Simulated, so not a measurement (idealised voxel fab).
process module | voxel trench capacitor
cross-section cut | 205 nm wide | cells 5 nm
A cross-section is a grid of square cells, given in bands from the top down. A band is one or more rows of cells.
Each band's line starts with the height of the band's top and of its bottom, in nm. Then come its materials from left to right, each with its width in nm. One material with "throughout" fills the band from edge to edge. "air" is empty space.
Height 0 is the level under which the wafer as received is all one material. The lowest band goes on downwards, as in "0 down".
A width such as "30 to 40" changes by the same amount from each row of cells to the next, from the band's top row to its bottom row.
"no change" after a step means that no cell of the cross-section changed.
closed voids: empty space of 8 cells or more with no open way to the top, each as width x height at its distance from the left edge, in nm
after a step's settings: what the simulator itself notes on the step
overlay nm, on a step with a mask: how far to the right of its planned place the mask lay; to the left if negative
plan
1 op RECEIVE | material Si
2 op CONFORMAL_DEP | material SiN | thk nm 10
3 op DIRECTIONAL_DEP | material aC | thk nm 15
4 op PATTERN | tone open | mask id TRENCH | material resist | width nm 15 | pitch nm 45 | thk nm 35 | overlay nm 0
5 op DIRECTIONAL_ETCH | etch materials aC | depth nm 15
6 op STRIP | etch materials resist
7 op DIRECTIONAL_ETCH | etch materials SiN | depth nm 10
8 op DIRECTIONAL_ETCH | etch materials Si | depth nm 40
9 op STRIP | etch materials aC
10 op CONFORMAL_DEP | material HfO2 | thk nm 5
11 op CONFORMAL_DEP | material TiN | thk nm 5
12 op FILL_DEP | material W | thk nm 5
13 op CMP | height nm 10
varied across the wafers: width nm of step 4. The plan shows the first wafer's value. All wafers start alike
first wafer as received, after step 1
  0 down: Si throughout
  closed voids: none
first wafer at the end, after step 13
  10 to 0: SiN 70 | HfO2 5 | TiN 5 | HfO2 5 | SiN 30 | HfO2 5 | TiN 5 | HfO2 5 | SiN 75
  0 to -35: Si 70 | HfO2 5 | TiN 5 | HfO2 5 | Si 30 | HfO2 5 | TiN 5 | HfO2 5 | Si 75
  -35 to -40: Si 70 | HfO2 15 | Si 30 | HfO2 15 | Si 75
  -40 down: Si throughout
  closed voids: none
last wafer at the end
  10 to 0: SiN 65 | HfO2 5 | TiN 5 | W 10 | TiN 5 | HfO2 5 | SiN 15 | HfO2 5 | TiN 5 | W 10 | TiN 5 | HfO2 5 | SiN 65
  0 to -30: Si 65 | HfO2 5 | TiN 5 | W 10 | TiN 5 | HfO2 5 | Si 15 | HfO2 5 | TiN 5 | W 10 | TiN 5 | HfO2 5 | Si 65
  -30 to -35: Si 65 | HfO2 5 | TiN 20 | HfO2 5 | Si 15 | HfO2 5 | TiN 20 | HfO2 5 | Si 65
  -35 to -40: Si 65 | HfO2 30 | Si 15 | HfO2 30 | Si 65
  -40 down: Si throughout
  closed voids: none
each wafer at the end: cells of each material gained (+) or lost (-) since it was received, then its closed voids
width nm 15 | +42 HfO2 | -48 Si | +70 SiN | +18 TiN | closed voids: none
width nm 20 | +44 HfO2 | -64 Si | +66 SiN | +36 TiN | closed voids: none
width nm 25 | +46 HfO2 | -80 Si | +62 SiN | +38 TiN | +16 W | closed voids: none
width nm 30 | +48 HfO2 | -96 Si | +58 SiN | +40 TiN | +32 W | closed voids: none
